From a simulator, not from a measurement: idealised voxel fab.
Process module under the name voxel transistor to metal
The cross-section shown here is cut; it is 215 nm wide and divided into square cells measuring 5 nm on a side.
Throughout this document, each cross-section is represented as a grid of square cells and is presented as a sequence of bands enumerated from the top downward, where a band comprises one or more rows of cells.
Heads up on the band format: heights come first, top then bottom, in nm. After that it's the materials left to right, each with its width in nm. A single material flagged "throughout" fills the whole band edge to edge, and "air" means there's empty space there.
Heads up on the height convention: 0 is the point under which the incoming wafer is all one material, and the lowest band has no bottom, it just keeps going down, like "z 0 and below".
You'd read "30->40" like this: the band's top row of cells is as wide as the first number, its bottom row is as wide as the second, and going down, every row changes width by the same amount as the row before did.
The cross-section has no changed cell in any step marked "everything unchanged".
Closed empty spaces (no open way to the top) of 8 cells or more are what "Unvented cavities" lists, each as width x height at distance from the left edge, nm for all three.
Step line, after settings: the simulator's comment on this step.
The "overlay nm" setting may appear on a step's line; for a step that uses a mask, it gives how far to the right of its planned position the mask lay, and a negative value indicates the left.
-- Planned step list for the process
| 1 | RECEIVE (material Si) |
| 2 | OXIDIZE (depth nm 5) |
| 3 | CONFORMAL_DEP (material SiN; thk nm 15) |
| 4 | MASKED_ETCH (tone cover; mask id ACTIVE; width nm 135; etch materials SiN; depth nm 15; overlay nm -15) |
| 5 | MASKED_ETCH (tone cover; mask id ACTIVE; width nm 135; etch materials SiO2; depth nm 5; overlay nm 0) |
| 6 | MASKED_ETCH (tone cover; mask id ACTIVE; width nm 135; etch materials Si; depth nm 35; overlay nm 0) |
| 7 | OXIDIZE (depth nm 5) |
| 8 | FILL_DEP (material SiO2; thk nm 5) |
| 9 | CMP (height nm 15) |
| 10 | SELECTIVE_ETCH (etch materials SiO2; depth nm 10) |
| 11 | STRIP (etch materials SiN) |
| 12 | SELECTIVE_ETCH (etch materials SiO2; depth nm 5) |
| 13 | OXIDIZE (depth nm 5) |
| 14 | DIRECTIONAL_DEP (material polySi; thk nm 25) |
| 15 | DIRECTIONAL_DEP (material SiCN; thk nm 10) |
| 16 | PATTERN (tone cover; mask id GATE; material resist; width nm 35; thk nm 15; overlay nm 0) |
| 17 | DIRECTIONAL_ETCH (etch materials SiCN; depth nm 20) |
| 18 | DIRECTIONAL_ETCH (etch materials polySi; depth nm 35) |
| 19 | STRIP (etch materials resist) |
| 20 | CONFORMAL_DEP (material SiO2; thk nm 5) |
| 21 | DIRECTIONAL_ETCH (etch materials SiO2; depth nm 5) |
| 22 | CONFORMAL_DEP (material SiN; thk nm 5) |
| 23 | DIRECTIONAL_ETCH (etch materials SiN; depth nm 5) |
| 24 | DIRECTIONAL_ETCH (etch materials SiO2; depth nm 5) |
| 25 | DIRECTIONAL_ETCH (etch materials Si; depth nm 5) |
| 26 | EPI (material pSi; thk nm 5) |
| 27 | FILL_DEP (material SiO2; thk nm 10) |
| 28 | CMP (height nm 20) |
| 29 | STRIP (etch materials polySi) |
| 30 | SELECTIVE_ETCH (etch materials SiO2; depth nm 5) |
| 31 | CONFORMAL_DEP (material HfO2; thk nm 5) |
| 32 | CONFORMAL_DEP (material TiN; thk nm 5) |
| 33 | FILL_DEP (material W; thk nm 5) |
| 34 | CMP (height nm 15) |
| 35 | DIRECTIONAL_DEP (material SiO2; thk nm 15) |
| 36 | MASKED_ETCH (tone open; mask id CONTACT; width nm 20; pitch nm 95; etch materials SiO2; depth nm 40; overlay nm 0) |
| 37 | CONFORMAL_DEP (material TiN; thk nm 5) |
| 38 | FILL_DEP (material Ru; thk nm 10) |
| 39 | CMP (height nm 30) |
| 40 | DIRECTIONAL_DEP (material TiN; thk nm 5) |
| 41 | DIRECTIONAL_DEP (material W; thk nm 20) |
| 42 | PATTERN (tone cover; mask id METAL_1; material resist; width nm 20; pitch nm 95; thk nm 15; overlay nm 0) |
| 43 | DIRECTIONAL_ETCH (etch materials W; depth nm 20) |
| 44 | DIRECTIONAL_ETCH (etch materials TiN; depth nm 5) |
| 45 | STRIP (etch materials resist) |
| 46 | CONFORMAL_DEP (material SiCN; thk nm 5) |
| 47 | FILL_DEP (material lowk; thk nm 5) |
| 48 | CMP (height nm 55) |
| 49 | CONFORMAL_DEP (material SiCN; thk nm 5) |
| 50 | DIRECTIONAL_DEP (material lowk; thk nm 25) |
| 51 | PATTERN (tone open; mask id METAL_2_HOLES; material resist; width nm 15; pitch nm 95; thk nm 20; overlay nm 0) |
| 52 | DIRECTIONAL_ETCH (etch materials lowk; depth nm 25) |
| 53 | STRIP (etch materials resist) |
| 54 | DIRECTIONAL_DEP (material aC; thk nm 10) |
| 55 | PATTERN (tone open; mask id METAL_2; material resist; width nm 20; pitch nm 95; thk nm 25; overlay nm 0) |
| 56 | DIRECTIONAL_ETCH (etch materials aC; depth nm 10) |
| 57 | STRIP (etch materials resist) |
| 58 | DIRECTIONAL_ETCH (etch materials lowk; depth nm 15) |
| 59 | DIRECTIONAL_ETCH (etch materials SiCN; depth nm 5) |
| 60 | STRIP (etch materials aC) |
| 61 | CONFORMAL_DEP (material TiN; thk nm 5) |
| 62 | FILL_DEP (material Ru; thk nm 5) |
| 63 | CMP (height nm 85) |
| 64 | CONFORMAL_DEP (material SiCN; thk nm 5) |
Keep in mind the plan's value for the overlay nm of step 4 comes from the first wafer; the wafers don't share that setting, but they do share the same starting point.
-- So this is the first of several wafers, cross-sectioned as it came to us, meaning it's at the end of step 1
* z 0 and below | Si throughout
* Unvented cavities: none
-- Rows = wafers. At module end, each row lists per material the cells gained (+) or lost (-) since the wafer was received, then the closed voids
overlay nm -15; +17 HfO2; +38 Ru; -205 Si; +131 SiCN; +10 SiN; +330 SiO2; +86 TiN; +47 W; +303 lowk; +17 pSi; Unvented cavities: none
overlay nm -10; +17 HfO2; +39 Ru; -212 Si; +131 SiCN; +10 SiN; +337 SiO2; +85 TiN; +47 W; +303 lowk; +17 pSi; Unvented cavities: none
overlay nm -5; +17 HfO2; +41 Ru; -219 Si; +131 SiCN; +10 SiN; +342 SiO2; +85 TiN; +47 W; +303 lowk; +17 pSi; Unvented cavities: none
overlay nm 0; +17 HfO2; +42 Ru; -226 Si; +131 SiCN; +10 SiN; +349 SiO2; +85 TiN; +47 W; +303 lowk; +16 pSi; Unvented cavities: none
overlay nm 5; +17 HfO2; +41 Ru; -219 Si; +131 SiCN; +10 SiN; +342 SiO2; +85 TiN; +47 W; +303 lowk; +17 pSi; Unvented cavities: none
overlay nm 10; +17 HfO2; +39 Ru; -212 Si; +131 SiCN; +10 SiN; +337 SiO2; +85 TiN; +47 W; +303 lowk; +17 pSi; Unvented cavities: none
overlay nm 15; +17 HfO2; +38 Ru; -205 Si; +131 SiCN; +10 SiN; +330 SiO2; +86 TiN; +47 W; +303 lowk; +17 pSi; Unvented cavities: none
